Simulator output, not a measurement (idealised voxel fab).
You're looking at the process module voxel local oxidation.
Square cells of 5 nm make up the cross-section cut, whose width is 255 nm.
If you're reading a cross-section in this doc, picture square cells in a grid; it comes to you as bands, top ones listed first down to the bottom, and a band can be one or more rows of cells. Band entry format. Leading values: height of top, height of bottom, nm. Remainder: materials in left-to-right order, each with its width in nm. Special words: "everywhere" on a single material, which then fills the band edge to edge; "air", empty space. For the purposes of this specification, 0 denotes the height below which the wafer in its as-received condition is composed wholly of one material, and the lowermost band, lacking a lower limit, extends downward without end, as expressed in "0 nm and below". Quick explanation for "30 to 40": the width changes in equal steps down the rows of cells, from the first number in the band's top row to the second number in its bottom row. Where a step carries "nothing got changed", the cross-section came out of it unchanged, cell for cell. So "Enclosed cavity list" is basically the list of trapped voids: any empty space of 8 cells or more that can't reach the top through an opening. They're written width x height at distance, the distance being from the left edge, and it's all nm. On a step's line, text after the settings is the simulator commenting on that step. overlay nm: how far to the right of its planned place the mask lay on this masked step (negative: to the left).
# Set out below are the planned steps of the process
1. RECEIVE,material Si
2. CONFORMAL_DEP,material SiO2,thk nm 5
3. CONFORMAL_DEP,material SiN,thk nm 15
4. DIRECTIONAL_DEP,material aC,thk nm 15
5. PATTERN,tone cover,mask id ACTIVE,material resist,width nm 120,thk nm 35,overlay nm 0
6. DIRECTIONAL_ETCH,etch materials aC,depth nm 15
7. STRIP,etch materials resist
8. DIRECTIONAL_ETCH,etch materials SiN,depth nm 15
9. STRIP,etch materials aC
10. SELECTIVE_ETCH,etch materials SiO2,depth nm 5
11. OXIDIZE,depth nm 15
12. STRIP,etch materials SiN
Across this set of wafers, the varied parameter is the width nm of step 5. Starting conditions are identical for every wafer, and the plan reports the value assigned to the first wafer.
# Incoming state of the first of several wafers in cross-section: after step 1
    0 nm and below: Si everywhere
    Enclosed cavity list: none
# The following table contains a row per wafer, in which are reported, at the conclusion of the module, the cells of each material gained (+) or lost (-) since the wafer's receipt, with its closed voids given thereafter
width nm 120, -105 Si, +127 SiO2, Enclosed cavity list: none
width nm 125, -102 Si, +125 SiO2, Enclosed cavity list: none
width nm 130, -99 Si, +123 SiO2, Enclosed cavity list: none
width nm 135, -96 Si, +121 SiO2, Enclosed cavity list: none
width nm 140, -93 Si, +119 SiO2, Enclosed cavity list: none
width nm 145, -90 Si, +117 SiO2, Enclosed cavity list: none
